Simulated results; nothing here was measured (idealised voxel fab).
process module | voxel wiring stack
cross-section cut | 235 nm wide | cells 5 nm
A cross-section is a grid of square cells, given in bands from the top down. A band is one or more rows of cells.
Each band's line starts with the height of the band's top and of its bottom, in nm. Then come its materials from left to right, each with its width in nm. One material with "throughout" fills the band from edge to edge. "air" is empty space.
Height 0 is the level under which the wafer as received is all one material. The lowest band goes on downwards, as in "0 down".
A width such as "30 to 40" changes by the same amount from each row of cells to the next, from the band's top row to its bottom row.
"no change" after a step means that no cell of the cross-section changed.
closed voids: empty space of 8 cells or more with no open way to the top, each as width x height at its distance from the left edge, in nm
after a step's settings: what the simulator itself notes on the step
overlay nm, on a step with a mask: how far to the right of its planned place the mask lay; to the left if negative
plan
1 op RECEIVE | material Si
2 op CONFORMAL_DEP | material SiO2 | thk nm 15
3 op DIRECTIONAL_DEP | material TiN | thk nm 5
4 op DIRECTIONAL_DEP | material W | thk nm 25
5 op PATTERN | tone cover | mask id METAL_1 | material resist | width nm 20 | pitch nm 40 | thk nm 15 | overlay nm 0
6 op DIRECTIONAL_ETCH | etch materials W | depth nm 25
7 op DIRECTIONAL_ETCH | etch materials TiN | depth nm 5
8 op STRIP | etch materials resist
9 op FILL_DEP | material lowk | thk nm 5
10 op CMP | height nm 45
11 op CONFORMAL_DEP | material SiCN | thk nm 5
12 op DIRECTIONAL_DEP | material SiO2 | thk nm 15
13 op PATTERN | tone open | mask id PLUG_1 | material resist | width nm 15 | pitch nm 40 | thk nm 20 | overlay nm 0
14 op DIRECTIONAL_ETCH | etch materials SiO2 | depth nm 15
15 op DIRECTIONAL_ETCH | etch materials SiCN | depth nm 5
16 op STRIP | etch materials resist
17 op CONFORMAL_DEP | material TiN | thk nm 5
18 op FILL_DEP | material W | thk nm 10
19 op CMP | height nm 65
20 op CONFORMAL_DEP | material SiCN | thk nm 5
21 op DIRECTIONAL_DEP | material SiO2 | thk nm 20
22 op PATTERN | tone open | mask id METAL_2 | material resist | width nm 20 | pitch nm 40 | thk nm 15 | overlay nm 0
23 op DIRECTIONAL_ETCH | etch materials SiO2 | depth nm 20
24 op DIRECTIONAL_ETCH | etch materials SiCN | depth nm 5
25 op STRIP | etch materials resist
26 op CONFORMAL_DEP | material TiN | thk nm 5
27 op FILL_DEP | material Cu | thk nm 10
28 op CMP | height nm 90
29 op EPI | material Ru | thk nm 5
30 op FILL_DEP | material SiCN | thk nm 5
31 op DIRECTIONAL_DEP | material lowk | thk nm 30
32 op PATTERN | tone open | mask id METAL_3 | material resist | width nm 20 | pitch nm 40 | thk nm 20 | overlay nm 0
33 op DIRECTIONAL_ETCH | etch materials lowk | depth nm 20
34 op STRIP | etch materials resist
35 op DIRECTIONAL_DEP | material aC | thk nm 10
36 op PATTERN | tone open | mask id METAL_3_HOLES | material resist | width nm 15 | thk nm 25 | overlay nm 0
37 op DIRECTIONAL_ETCH | etch materials aC | depth nm 10
38 op STRIP | etch materials resist
39 op DIRECTIONAL_ETCH | etch materials lowk | depth nm 10
40 op DIRECTIONAL_ETCH | etch materials SiCN | depth nm 5
41 op STRIP | etch materials aC
42 op CONFORMAL_DEP | material TiN | thk nm 5
43 op FILL_DEP | material Ru | thk nm 5
44 op CMP | height nm 130
45 op CONFORMAL_DEP | material SiCN | thk nm 5
46 op DIRECTIONAL_DEP | material lowk | thk nm 10
47 op DIRECTIONAL_DEP | material aC | thk nm 10
48 op PATTERN | tone open | mask id PLUG_3 | material resist | width nm 15 | pitch nm 40 | thk nm 25 | overlay nm 0
49 op DIRECTIONAL_ETCH | etch materials aC | depth nm 10
50 op STRIP | etch materials resist
51 op DIRECTIONAL_ETCH | etch materials lowk | depth nm 10
52 op DIRECTIONAL_ETCH | etch materials SiCN | depth nm 5
53 op STRIP | etch materials aC
54 op CONFORMAL_DEP | material TiN | thk nm 5
55 op FILL_DEP | material Cu | thk nm 5
56 op CMP | height nm 145
57 op DIRECTIONAL_DEP | material TiN | thk nm 5
58 op DIRECTIONAL_DEP | material Ru | thk nm 15
59 op DIRECTIONAL_DEP | material aC | thk nm 10
60 op PATTERN | tone cover | mask id METAL_4 | material resist | width nm 20 | pitch nm 40 | thk nm 30 | overlay nm 0
61 op DIRECTIONAL_ETCH | etch materials aC | depth nm 10
62 op STRIP | etch materials resist
63 op DIRECTIONAL_ETCH | etch materials Ru | depth nm 15
64 op DIRECTIONAL_ETCH | etch materials TiN | depth nm 5
65 op STRIP | etch materials aC
66 op CONFORMAL_DEP | material SiN | thk nm 5
67 op FILL_DEP | material SiO2 | thk nm 10
68 op CMP | height nm 165
69 op CONFORMAL_DEP | material SiCN | thk nm 5
first wafer, as planned
as received, after step 1
  0 down: Si throughout
  closed voids: none
after step 2
  15 to 0: SiO2 throughout
  below 0: unchanged
after step 3
  20 to 15: TiN throughout
  below 15: unchanged
after step 4
  45 to 20: W throughout
  below 20: unchanged
after step 5
  60 to 45: air 85 | resist 20 | air 20 | resist 20 | air 90
  below 45: unchanged
after step 6
  60 to 45: air 85 | resist 20 | air 20 | resist 20 | air 90
  45 to 20: air 85 | W 20 | air 20 | W 20 | air 90
  below 20: unchanged
after step 7
  60 to 45: air 85 | resist 20 | air 20 | resist 20 | air 90
  45 to 20: air 85 | W 20 | air 20 | W 20 | air 90
  20 to 15: air 85 | TiN 20 | air 20 | TiN 20 | air 90
  below 15: unchanged
after step 8
  45 to 20: air 85 | W 20 | air 20 | W 20 | air 90
  below 20: unchanged
after step 9
  50 to 45: lowk throughout
  45 to 20: lowk 85 | W 20 | lowk 20 | W 20 | lowk 90
  20 to 15: lowk 85 | TiN 20 | lowk 20 | TiN 20 | lowk 90
  below 15: unchanged
after step 10
  45 to 20: lowk 85 | W 20 | lowk 20 | W 20 | lowk 90
  below 20: unchanged
after step 11
  50 to 45: SiCN throughout
  below 45: unchanged
after step 12
  65 to 50: SiO2 throughout
  below 50: unchanged
after step 13
  85 to 65: resist 85 | air 15 | resist 25 | air 15 | resist 95
  below 65: unchanged
after step 14
  85 to 65: resist 85 | air 15 | resist 25 | air 15 | resist 95
  65 to 50: SiO2 85 | air 15 | SiO2 25 | air 15 | SiO2 95
  below 50: unchanged
after step 15
  85 to 65: resist 85 | air 15 | resist 25 | air 15 | resist 95
  65 to 50: SiO2 85 | air 15 | SiO2 25 | air 15 | SiO2 95
  50 to 45: SiCN 85 | air 15 | SiCN 25 | air 15 | SiCN 95
  below 45: unchanged
after step 16
  65 to 50: SiO2 85 | air 15 | SiO2 25 | air 15 | SiO2 95
  below 50: unchanged
after step 17
  70 to 65: TiN 90 | air 5 | TiN 35 | air 5 | TiN 100
  65 to 50: SiO2 85 | TiN 5 | air 5 | TiN 5 | SiO2 25 | TiN 5 | air 5 | TiN 5 | SiO2 95
  50 to 45: SiCN 85 | TiN 15 | SiCN 25 | TiN 15 | SiCN 95
  below 45: unchanged
after step 18
  80 to 70: W throughout
  70 to 65: TiN 90 | W 5 | TiN 35 | W 5 | TiN 100
  65 to 50: SiO2 85 | TiN 5 | W 5 | TiN 5 | SiO2 25 | TiN 5 | W 5 | TiN 5 | SiO2 95
  below 50: unchanged
after step 19
  65 to 50: SiO2 85 | TiN 5 | W 5 | TiN 5 | SiO2 25 | TiN 5 | W 5 | TiN 5 | SiO2 95
  below 50: unchanged
after step 20
  70 to 65: SiCN throughout
  below 65: unchanged
after step 21
  90 to 70: SiO2 throughout
  below 70: unchanged
after step 22
  105 to 90: resist 85 | air 20 | resist 20 | air 20 | resist 90
  below 90: unchanged
after step 23
  105 to 90: resist 85 | air 20 | resist 20 | air 20 | resist 90
  90 to 70: SiO2 85 | air 20 | SiO2 20 | air 20 | SiO2 90
  below 70: unchanged
after step 24
  105 to 90: resist 85 | air 20 | resist 20 | air 20 | resist 90
  90 to 70: SiO2 85 | air 20 | SiO2 20 | air 20 | SiO2 90
  70 to 65: SiCN 85 | air 20 | SiCN 20 | air 20 | SiCN 90
  below 65: unchanged
after step 25
  90 to 70: SiO2 85 | air 20 | SiO2 20 | air 20 | SiO2 90
  below 70: unchanged
after step 26
  95 to 90: TiN 90 | air 10 | TiN 30 | air 10 | TiN 95
  90 to 70: SiO2 85 | TiN 5 | air 10 | TiN 5 | SiO2 20 | TiN 5 | air 10 | TiN 5 | SiO2 90
  70 to 65: SiCN 85 | TiN 20 | SiCN 20 | TiN 20 | SiCN 90
  below 65: unchanged
after step 27
  105 to 95: Cu throughout
  95 to 90: TiN 90 | Cu 10 | TiN 30 | Cu 10 | TiN 95
  90 to 70: SiO2 85 | TiN 5 | Cu 10 | TiN 5 | SiO2 20 | TiN 5 | Cu 10 | TiN 5 | SiO2 90
  below 70: unchanged
after step 28
  90 to 70: SiO2 85 | TiN 5 | Cu 10 | TiN 5 | SiO2 20 | TiN 5 | Cu 10 | TiN 5 | SiO2 90
  below 70: unchanged
after step 29
  95 to 90: air 80 | Ru 30 | air 10 | Ru 30 | air 85
  below 90: unchanged
after step 30
  100 to 95: SiCN throughout
  95 to 90: SiCN 80 | Ru 30 | SiCN 10 | Ru 30 | SiCN 85
  below 90: unchanged
after step 31
  130 to 100: lowk throughout
  below 100: unchanged
after step 32
  150 to 130: resist 85 | air 20 | resist 20 | air 20 | resist 90
  below 130: unchanged
after step 33
  150 to 130: resist 85 | air 20 | resist 20 | air 20 | resist 90
  130 to 110: lowk 85 | air 20 | lowk 20 | air 20 | lowk 90
  below 110: unchanged
after step 34
  130 to 110: lowk 85 | air 20 | lowk 20 | air 20 | lowk 90
  below 110: unchanged
after step 35
  140 to 130: aC 85 | air 20 | aC 20 | air 20 | aC 90
  130 to 120: lowk 85 | air 20 | lowk 20 | air 20 | lowk 90
  120 to 110: lowk 85 | aC 20 | lowk 20 | aC 20 | lowk 90
  below 110: unchanged
after step 36
  165 to 140: resist 85 | air 15 | resist 135
  140 to 130: aC 85 | air 15 | resist 5 | aC 20 | resist 20 | aC 90
  130 to 120: lowk 85 | air 15 | resist 5 | lowk 20 | resist 20 | lowk 90
  below 120: unchanged
after step 37
  155 to 140: resist 85 | air 15 | resist 135
  140 to 130: aC 85 | air 15 | resist 5 | aC 20 | resist 20 | aC 90
  130 to 120: lowk 85 | air 15 | resist 5 | lowk 20 | resist 20 | lowk 90
  120 to 110: lowk 85 | air 15 | aC 5 | lowk 20 | aC 20 | lowk 90
  below 110: unchanged
after step 38
  140 to 130: aC 85 | air 20 | aC 20 | air 20 | aC 90
  130 to 120: lowk 85 | air 20 | lowk 20 | air 20 | lowk 90
  below 120: unchanged
after step 39
  140 to 130: aC 85 | air 20 | aC 20 | air 20 | aC 90
  130 to 120: lowk 85 | air 20 | lowk 20 | air 20 | lowk 90
  120 to 110: lowk 85 | air 15 | aC 5 | lowk 20 | aC 20 | lowk 90
  110 to 100: lowk 85 | air 15 | lowk 135
  below 100: unchanged
after step 40
  140 to 130: aC 85 | air 20 | aC 20 | air 20 | aC 90
  130 to 120: lowk 85 | air 20 | lowk 20 | air 20 | lowk 90
  120 to 110: lowk 85 | air 15 | aC 5 | lowk 20 | aC 20 | lowk 90
  110 to 100: lowk 85 | air 15 | lowk 135
  100 to 95: SiCN 85 | air 15 | SiCN 135
  below 95: unchanged
after step 41
  130 to 110: lowk 85 | air 20 | lowk 20 | air 20 | lowk 90
  below 110: unchanged
after step 42
  135 to 130: TiN 90 | air 10 | TiN 30 | air 10 | TiN 95
  130 to 115: lowk 85 | TiN 5 | air 10 | TiN 5 | lowk 20 | TiN 5 | air 10 | TiN 5 | lowk 90
  115 to 110: lowk 85 | TiN 5 | air 5 | TiN 10 | lowk 20 | TiN 20 | lowk 90
  110 to 100: lowk 85 | TiN 5 | air 5 | TiN 5 | lowk 135
  100 to 95: SiCN 85 | TiN 15 | SiCN 135
  below 95: unchanged
after step 43
  140 to 135: Ru throughout
  135 to 130: TiN 90 | Ru 10 | TiN 30 | Ru 10 | TiN 95
  130 to 115: lowk 85 | TiN 5 | Ru 10 | TiN 5 | lowk 20 | TiN 5 | Ru 10 | TiN 5 | lowk 90
  115 to 110: lowk 85 | TiN 5 | Ru 5 | TiN 10 | lowk 20 | TiN 20 | lowk 90
  110 to 100: lowk 85 | TiN 5 | Ru 5 | TiN 5 | lowk 135
  below 100: unchanged
after step 44
  130 to 115: lowk 85 | TiN 5 | Ru 10 | TiN 5 | lowk 20 | TiN 5 | Ru 10 | TiN 5 | lowk 90
  below 115: unchanged
after step 45
  135 to 130: SiCN throughout
  below 130: unchanged
after step 46
  145 to 135: lowk throughout
  below 135: unchanged
after step 47
  155 to 145: aC throughout
  below 145: unchanged
after step 48
  180 to 155: resist 85 | air 15 | resist 25 | air 15 | resist 95
  below 155: unchanged
after step 49
  170 to 155: resist 85 | air 15 | resist 25 | air 15 | resist 95
  155 to 145: aC 85 | air 15 | aC 25 | air 15 | aC 95
  below 145: unchanged
after step 50
  155 to 145: aC 85 | air 15 | aC 25 | air 15 | aC 95
  below 145: unchanged
after step 51
  155 to 145: aC 85 | air 15 | aC 25 | air 15 | aC 95
  145 to 135: lowk 85 | air 15 | lowk 25 | air 15 | lowk 95
  below 135: unchanged
after step 52
  155 to 145: aC 85 | air 15 | aC 25 | air 15 | aC 95
  145 to 135: lowk 85 | air 15 | lowk 25 | air 15 | lowk 95
  135 to 130: SiCN 85 | air 15 | SiCN 25 | air 15 | SiCN 95
  below 130: unchanged
after step 53
  145 to 135: lowk 85 | air 15 | lowk 25 | air 15 | lowk 95
  below 135: unchanged
after step 54
  150 to 145: TiN 90 | air 5 | TiN 35 | air 5 | TiN 100
  145 to 135: lowk 85 | TiN 5 | air 5 | TiN 5 | lowk 25 | TiN 5 | air 5 | TiN 5 | lowk 95
  135 to 130: SiCN 85 | TiN 15 | SiCN 25 | TiN 15 | SiCN 95
  below 130: unchanged
after step 55
  155 to 150: Cu throughout
  150 to 145: TiN 90 | Cu 5 | TiN 35 | Cu 5 | TiN 100
  145 to 135: lowk 85 | TiN 5 | Cu 5 | TiN 5 | lowk 25 | TiN 5 | Cu 5 | TiN 5 | lowk 95
  below 135: unchanged
after step 56
  145 to 135: lowk 85 | TiN 5 | Cu 5 | TiN 5 | lowk 25 | TiN 5 | Cu 5 | TiN 5 | lowk 95
  below 135: unchanged
after step 57
  150 to 145: TiN throughout
  below 145: unchanged
after step 58
  165 to 150: Ru throughout
  below 150: unchanged
after step 59
  175 to 165: aC throughout
  below 165: unchanged
after step 60
  205 to 175: air 85 | resist 20 | air 20 | resist 20 | air 90
  below 175: unchanged
after step 61
  195 to 175: air 85 | resist 20 | air 20 | resist 20 | air 90
  175 to 165: air 85 | aC 20 | air 20 | aC 20 | air 90
  below 165: unchanged
after step 62
  175 to 165: air 85 | aC 20 | air 20 | aC 20 | air 90
  below 165: unchanged
after step 63
  175 to 165: air 85 | aC 20 | air 20 | aC 20 | air 90
  165 to 150: air 85 | Ru 20 | air 20 | Ru 20 | air 90
  below 150: unchanged
after step 64
  175 to 165: air 85 | aC 20 | air 20 | aC 20 | air 90
  165 to 150: air 85 | Ru 20 | air 20 | Ru 20 | air 90
  150 to 145: air 85 | TiN 20 | air 20 | TiN 20 | air 90
  below 145: unchanged
after step 65
  165 to 150: air 85 | Ru 20 | air 20 | Ru 20 | air 90
  below 150: unchanged
after step 66
  170 to 165: air 80 | SiN 30 | air 10 | SiN 30 | air 85
  165 to 150: air 80 | SiN 5 | Ru 20 | SiN 5 | air 10 | SiN 5 | Ru 20 | SiN 5 | air 85
  150 to 145: SiN 85 | TiN 20 | SiN 20 | TiN 20 | SiN 90
  below 145: unchanged
after step 67
  180 to 170: SiO2 throughout
  170 to 165: SiO2 80 | SiN 30 | SiO2 10 | SiN 30 | SiO2 85
  165 to 150: SiO2 80 | SiN 5 | Ru 20 | SiN 5 | SiO2 10 | SiN 5 | Ru 20 | SiN 5 | SiO2 85
  below 150: unchanged
after step 68
  165 to 150: SiO2 80 | SiN 5 | Ru 20 | SiN 5 | SiO2 10 | SiN 5 | Ru 20 | SiN 5 | SiO2 85
  below 150: unchanged
after step 69
  170 to 165: SiCN throughout
  below 165: unchanged
second wafer: like start, like plan, one mistake. Through step 26 it matches the first wafer
when step 27 should have ended
  105 to 95: SiCN throughout
  95 to 90: TiN 90 | SiCN 10 | TiN 30 | SiCN 10 | TiN 95
  90 to 70: SiO2 85 | TiN 5 | SiCN 10 | TiN 5 | SiO2 20 | TiN 5 | SiCN 10 | TiN 5 | SiO2 90
  below 70: unchanged
when step 28 should have ended
  90 to 70: SiO2 85 | TiN 5 | SiCN 10 | TiN 5 | SiO2 20 | TiN 5 | SiCN 10 | TiN 5 | SiO2 90
  below 70: unchanged
when step 29 should have ended
  95 to 90: air 80 | Ru 30 | air 10 | Ru 30 | air 85
  below 90: unchanged
when step 30 should have ended
  100 to 95: SiCN throughout
  95 to 90: SiCN 80 | Ru 30 | SiCN 10 | Ru 30 | SiCN 85
  below 90: unchanged
when step 31 should have ended
  130 to 100: lowk throughout
  below 100: unchanged
when step 32 should have ended
  150 to 130: resist 85 | air 20 | resist 20 | air 20 | resist 90
  below 130: unchanged
when step 33 should have ended
  150 to 130: resist 85 | air 20 | resist 20 | air 20 | resist 90
  130 to 110: lowk 85 | air 20 | lowk 20 | air 20 | lowk 90
  below 110: unchanged
when step 34 should have ended
  130 to 110: lowk 85 | air 20 | lowk 20 | air 20 | lowk 90
  below 110: unchanged
when step 35 should have ended
  140 to 130: aC 85 | air 20 | aC 20 | air 20 | aC 90
  130 to 120: lowk 85 | air 20 | lowk 20 | air 20 | lowk 90
  120 to 110: lowk 85 | aC 20 | lowk 20 | aC 20 | lowk 90
  below 110: unchanged
when step 36 should have ended
  165 to 140: resist 85 | air 15 | resist 135
  140 to 130: aC 85 | air 15 | resist 5 | aC 20 | resist 20 | aC 90
  130 to 120: lowk 85 | air 15 | resist 5 | lowk 20 | resist 20 | lowk 90
  below 120: unchanged
when step 37 should have ended
  155 to 140: resist 85 | air 15 | resist 135
  140 to 130: aC 85 | air 15 | resist 5 | aC 20 | resist 20 | aC 90
  130 to 120: lowk 85 | air 15 | resist 5 | lowk 20 | resist 20 | lowk 90
  120 to 110: lowk 85 | air 15 | aC 5 | lowk 20 | aC 20 | lowk 90
  below 110: unchanged
when step 38 should have ended
  140 to 130: aC 85 | air 20 | aC 20 | air 20 | aC 90
  130 to 120: lowk 85 | air 20 | lowk 20 | air 20 | lowk 90
  below 120: unchanged
when step 39 should have ended
  140 to 130: aC 85 | air 20 | aC 20 | air 20 | aC 90
  130 to 120: lowk 85 | air 20 | lowk 20 | air 20 | lowk 90
  120 to 110: lowk 85 | air 15 | aC 5 | lowk 20 | aC 20 | lowk 90
  110 to 100: lowk 85 | air 15 | lowk 135
  below 100: unchanged
when step 40 should have ended
  140 to 130: aC 85 | air 20 | aC 20 | air 20 | aC 90
  130 to 120: lowk 85 | air 20 | lowk 20 | air 20 | lowk 90
  120 to 110: lowk 85 | air 15 | aC 5 | lowk 20 | aC 20 | lowk 90
  110 to 100: lowk 85 | air 15 | lowk 135
  100 to 95: SiCN 85 | air 15 | SiCN 135
  below 95: unchanged
when step 41 should have ended
  130 to 110: lowk 85 | air 20 | lowk 20 | air 20 | lowk 90
  below 110: unchanged
when step 42 should have ended
  135 to 130: TiN 90 | air 10 | TiN 30 | air 10 | TiN 95
  130 to 115: lowk 85 | TiN 5 | air 10 | TiN 5 | lowk 20 | TiN 5 | air 10 | TiN 5 | lowk 90
  115 to 110: lowk 85 | TiN 5 | air 5 | TiN 10 | lowk 20 | TiN 20 | lowk 90
  110 to 100: lowk 85 | TiN 5 | air 5 | TiN 5 | lowk 135
  100 to 95: SiCN 85 | TiN 15 | SiCN 135
  below 95: unchanged
when step 43 should have ended
  140 to 135: Ru throughout
  135 to 130: TiN 90 | Ru 10 | TiN 30 | Ru 10 | TiN 95
  130 to 115: lowk 85 | TiN 5 | Ru 10 | TiN 5 | lowk 20 | TiN 5 | Ru 10 | TiN 5 | lowk 90
  115 to 110: lowk 85 | TiN 5 | Ru 5 | TiN 10 | lowk 20 | TiN 20 | lowk 90
  110 to 100: lowk 85 | TiN 5 | Ru 5 | TiN 5 | lowk 135
  below 100: unchanged
when step 44 should have ended
  130 to 115: lowk 85 | TiN 5 | Ru 10 | TiN 5 | lowk 20 | TiN 5 | Ru 10 | TiN 5 | lowk 90
  below 115: unchanged
when step 45 should have ended
  135 to 130: SiCN throughout
  below 130: unchanged
when step 46 should have ended
  145 to 135: lowk throughout
  below 135: unchanged
when step 47 should have ended
  155 to 145: aC throughout
  below 145: unchanged
when step 48 should have ended
  180 to 155: resist 85 | air 15 | resist 25 | air 15 | resist 95
  below 155: unchanged
when step 49 should have ended
  170 to 155: resist 85 | air 15 | resist 25 | air 15 | resist 95
  155 to 145: aC 85 | air 15 | aC 25 | air 15 | aC 95
  below 145: unchanged
when step 50 should have ended
  155 to 145: aC 85 | air 15 | aC 25 | air 15 | aC 95
  below 145: unchanged
when step 51 should have ended
  155 to 145: aC 85 | air 15 | aC 25 | air 15 | aC 95
  145 to 135: lowk 85 | air 15 | lowk 25 | air 15 | lowk 95
  below 135: unchanged
when step 52 should have ended
  155 to 145: aC 85 | air 15 | aC 25 | air 15 | aC 95
  145 to 135: lowk 85 | air 15 | lowk 25 | air 15 | lowk 95
  135 to 130: SiCN 85 | air 15 | SiCN 25 | air 15 | SiCN 95
  below 130: unchanged
when step 53 should have ended
  145 to 135: lowk 85 | air 15 | lowk 25 | air 15 | lowk 95
  below 135: unchanged
when step 54 should have ended
  150 to 145: TiN 90 | air 5 | TiN 35 | air 5 | TiN 100
  145 to 135: lowk 85 | TiN 5 | air 5 | TiN 5 | lowk 25 | TiN 5 | air 5 | TiN 5 | lowk 95
  135 to 130: SiCN 85 | TiN 15 | SiCN 25 | TiN 15 | SiCN 95
  below 130: unchanged
when step 55 should have ended
  155 to 150: Cu throughout
  150 to 145: TiN 90 | Cu 5 | TiN 35 | Cu 5 | TiN 100
  145 to 135: lowk 85 | TiN 5 | Cu 5 | TiN 5 | lowk 25 | TiN 5 | Cu 5 | TiN 5 | lowk 95
  below 135: unchanged
when step 56 should have ended
  145 to 135: lowk 85 | TiN 5 | Cu 5 | TiN 5 | lowk 25 | TiN 5 | Cu 5 | TiN 5 | lowk 95
  below 135: unchanged
when step 57 should have ended
  150 to 145: TiN throughout
  below 145: unchanged
when step 58 should have ended
  165 to 150: Ru throughout
  below 150: unchanged
when step 59 should have ended
  175 to 165: aC throughout
  below 165: unchanged
when step 60 should have ended
  205 to 175: air 85 | resist 20 | air 20 | resist 20 | air 90
  below 175: unchanged
when step 61 should have ended
  195 to 175: air 85 | resist 20 | air 20 | resist 20 | air 90
  175 to 165: air 85 | aC 20 | air 20 | aC 20 | air 90
  below 165: unchanged
when step 62 should have ended
  175 to 165: air 85 | aC 20 | air 20 | aC 20 | air 90
  below 165: unchanged
when step 63 should have ended
  175 to 165: air 85 | aC 20 | air 20 | aC 20 | air 90
  165 to 150: air 85 | Ru 20 | air 20 | Ru 20 | air 90
  below 150: unchanged
when step 64 should have ended
  175 to 165: air 85 | aC 20 | air 20 | aC 20 | air 90
  165 to 150: air 85 | Ru 20 | air 20 | Ru 20 | air 90
  150 to 145: air 85 | TiN 20 | air 20 | TiN 20 | air 90
  below 145: unchanged
when step 65 should have ended
  165 to 150: air 85 | Ru 20 | air 20 | Ru 20 | air 90
  below 150: unchanged
when step 66 should have ended
  170 to 165: air 80 | SiN 30 | air 10 | SiN 30 | air 85
  165 to 150: air 80 | SiN 5 | Ru 20 | SiN 5 | air 10 | SiN 5 | Ru 20 | SiN 5 | air 85
  150 to 145: SiN 85 | TiN 20 | SiN 20 | TiN 20 | SiN 90
  below 145: unchanged
when step 67 should have ended
  180 to 170: SiO2 throughout
  170 to 165: SiO2 80 | SiN 30 | SiO2 10 | SiN 30 | SiO2 85
  165 to 150: SiO2 80 | SiN 5 | Ru 20 | SiN 5 | SiO2 10 | SiN 5 | Ru 20 | SiN 5 | SiO2 85
  below 150: unchanged
when step 68 should have ended
  165 to 150: SiO2 80 | SiN 5 | Ru 20 | SiN 5 | SiO2 10 | SiN 5 | Ru 20 | SiN 5 | SiO2 85
  below 150: unchanged
when step 69 should have ended
  170 to 165: SiCN throughout
  below 165: unchanged
what went wrong: step 27 ran as: op FILL_DEP | material SiCN | thk nm 10
at the end the second wafer has, in cells: 16 fewer of Cu | 16 more of SiCN
